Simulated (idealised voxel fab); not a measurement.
This is a process module. Its name is voxel tone inversion.
The cross-section on display is named cut; it measures 210 nm wide, and its cells are 5 nm squares.
When this document writes out a cross-section, it uses a grid of square cells and lists it as bands, beginning at the top and moving down, with a band standing for one or more rows of cells.
Each band's line starts with the height of the band's top and of its bottom, in nm. Then come its materials from left to right, each with its width in nm. One material with "throughout" fills the band from edge to edge. "empty" is empty space.
Ref level 0: as-received wafer is one material below here. Bottom band extends down with no lower bound ("0..down").
Width spec "30 to 40" -> top row of cells at first value, bottom row at second value, equal per-row change in between.
Where a step carries "nothing different", the cross-section came out of it unchanged, cell for cell.
So "Voids, fully enclosed" is basically the list of trapped voids: any empty space of 8 cells or more that can't reach the top through an opening. They're written width x height at distance, the distance being from the left edge, and it's all nm.
What comes after the settings on a step's line is commentary from the simulator itself on that step.
overlay nm: where the mask lay relative to plan, measured to the right, on steps with a mask; negatives go left.
**The process steps that were planned are listed below**
- 1: RECEIVE, material Si
- 2: CONFORMAL_DEP, material SiCN, thk nm 10
- 3: DIRECTIONAL_DEP, material aC, thk nm 15
- 4: PATTERN, tone cover, mask id POSTS, material resist, width nm 15, pitch nm 30, thk nm 25, overlay nm 0
- 5: DIRECTIONAL_ETCH, etch materials aC, depth nm 15
- 6: STRIP, etch materials resist
- 7: FILL_DEP, material lowk, thk nm 10
- 8: CMP, height nm 25
- 9: STRIP, etch materials aC
**Incoming wafer, cross-sectional view, post step 1**
0..down | Si throughout
Voids, fully enclosed: none
**Sectioned view, first of two wafers, at the close of the module, processed as intended in the plan**
25..10 | 80 nm lowk | 15 nm empty | 15 nm lowk | 15 nm empty | 85 nm lowk
10..0 | SiCN throughout
0..down | Si throughout
Voids, fully enclosed: none
**Same start, same plan as the first wafer - but one mistake in the run. Cross-section of the second of the two at the end of the module**
25..15 | lowk throughout
15..0 | 80 nm lowk | 15 nm aC | 15 nm lowk | 15 nm aC | 85 nm lowk
0..down | Si throughout
Voids, fully enclosed: none
Here's what went sideways: step 2 of the plan was jumped over and never run
Wafer comparison, final, in cells, second relative to first, materials more or fewer: SiCN -84; aC +18; lowk +84
